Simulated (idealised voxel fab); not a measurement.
Process module in this document: voxel self aligned contacts
Each square cell in cross-section cut measures 5 nm, and the section as a whole is 290 nm wide.
Cross-sections here: square-cell grids, written as top-down lists of bands, a band being one or more rows of cells.
Each band's line starts with the height of the band's top and of its bottom, in nm. Then come its materials from left to right, each with its width in nm. One material with "full width" fills the band from edge to edge. "empty" is empty space.
For the purposes of this specification, 0 denotes the height below which the wafer in its as-received condition is composed wholly of one material, and the lowermost band, lacking a lower limit, extends downward without end, as expressed in "0 -> down".
Width: "30..40" (first number = top row, second number = bottom row, same change from row to row of cells).
"no alteration" means the step left every cell of the cross-section as it was.
"Closed cavities" - sealed voids, min. 8 cells, no opening to top; format: width x height at distance (distance from left edge; nm throughout).
Note: text after step settings on the step line = simulator remark on that step.
You can add "overlay nm" to a step's line. For a step with a mask, it describes how far the mask lay to the right of its planned position, and a negative number describes a lay to the left.
[So here's the lineup of process steps we planned]
1: RECEIVE with material Si
2: CONFORMAL_DEP with material SiO2, thk nm 5
3: DIRECTIONAL_DEP with material polySi, thk nm 25
4: DIRECTIONAL_DEP with material SiN, thk nm 20
5: DIRECTIONAL_DEP with material aC, thk nm 15
6: PATTERN with tone cover, mask id GATE, material resist, width nm 30, pitch nm 75, thk nm 30, overlay nm 0
7: DIRECTIONAL_ETCH with etch materials aC, depth nm 15
8: STRIP with etch materials resist
9: DIRECTIONAL_ETCH with etch materials SiN, depth nm 20
10: DIRECTIONAL_ETCH with etch materials polySi, depth nm 25
11: STRIP with etch materials aC
12: CONFORMAL_DEP with material SiN, thk nm 10
13: DIRECTIONAL_ETCH with etch materials SiN, depth nm 10
14: FILL_DEP with material SiO2, thk nm 10
15: CMP with height nm 55
16: MASKED_ETCH with tone open, mask id CONTACT, width nm 55, pitch nm 75, etch materials SiO2, depth nm 55, overlay nm 0
17: CONFORMAL_DEP with material TiN, thk nm 5
18: FILL_DEP with material W, thk nm 5
19: CMP with height nm 55
20: CONFORMAL_DEP with material SiN, thk nm 5
[Cross-section, incoming material, after step 1]
  0 -> down | Si full width
  Closed cavities: none
[Module complete - cross-section of the first of two wafers, run according to plan]
  60 -> 55 | SiN full width
  55 -> 50 | 80 of SiO2 | 20 of TiN | 15 of W | 20 of TiN | 20 of SiO2 | 20 of TiN | 15 of W | 20 of TiN | 80 of SiO2
  50 -> 30 | 45 of SiO2 | 50 of SiN | 5 of TiN | 15 of W | 5 of TiN | 50 of SiN | 5 of TiN | 15 of W | 5 of TiN | 50 of SiN | 45 of SiO2
  30 -> 5 | 45 of SiO2 | 10 of SiN | 30 of polySi | 10 of SiN | 5 of TiN | 15 of W | 5 of TiN | 10 of SiN | 30 of polySi | 10 of SiN | 5 of TiN | 15 of W | 5 of TiN | 10 of SiN | 30 of polySi | 10 of SiN | 45 of SiO2
  5 -> 0 | 95 of SiO2 | 25 of TiN | 50 of SiO2 | 25 of TiN | 95 of SiO2
  0 -> down | Si full width
  Closed cavities: none
[second wafer at the end: like start, like plan, one mistake]
  60 -> 55 | SiN full width
  55 -> 50 | 80 of SiO2 | 20 of TiN | 15 of W | 20 of TiN | 20 of SiO2 | 20 of TiN | 15 of W | 20 of TiN | 80 of SiO2
  50 -> 30 | 45 of SiO2 | 10 of SiN | 30 of polySi | 10 of SiN | 5 of TiN | 15 of W | 5 of TiN | 10 of SiN | 30 of polySi | 10 of SiN | 5 of TiN | 15 of W | 5 of TiN | 10 of SiN | 30 of polySi | 10 of SiN | 45 of SiO2
  30 -> 25 | 45 of SiO2 | 10 of SiN | 30 of polySi | 10 of SiN | 25 of TiN | 10 of SiN | 30 of polySi | 10 of SiN | 25 of TiN | 10 of SiN | 30 of polySi | 10 of SiN | 45 of SiO2
  25 -> 5 | SiN full width
  5 -> 0 | SiO2 full width
  0 -> down | Si full width
  Closed cavities: none
What was done differently from what was planned? steps 3 and 4 of the plan were each performed in the slot designated for the other
It is noted that, at the conclusion of processing, the second wafer exhibits a higher or lower cell count for certain materials relative to the first: +112 SiN | -62 SiO2 | -20 TiN | -30 W
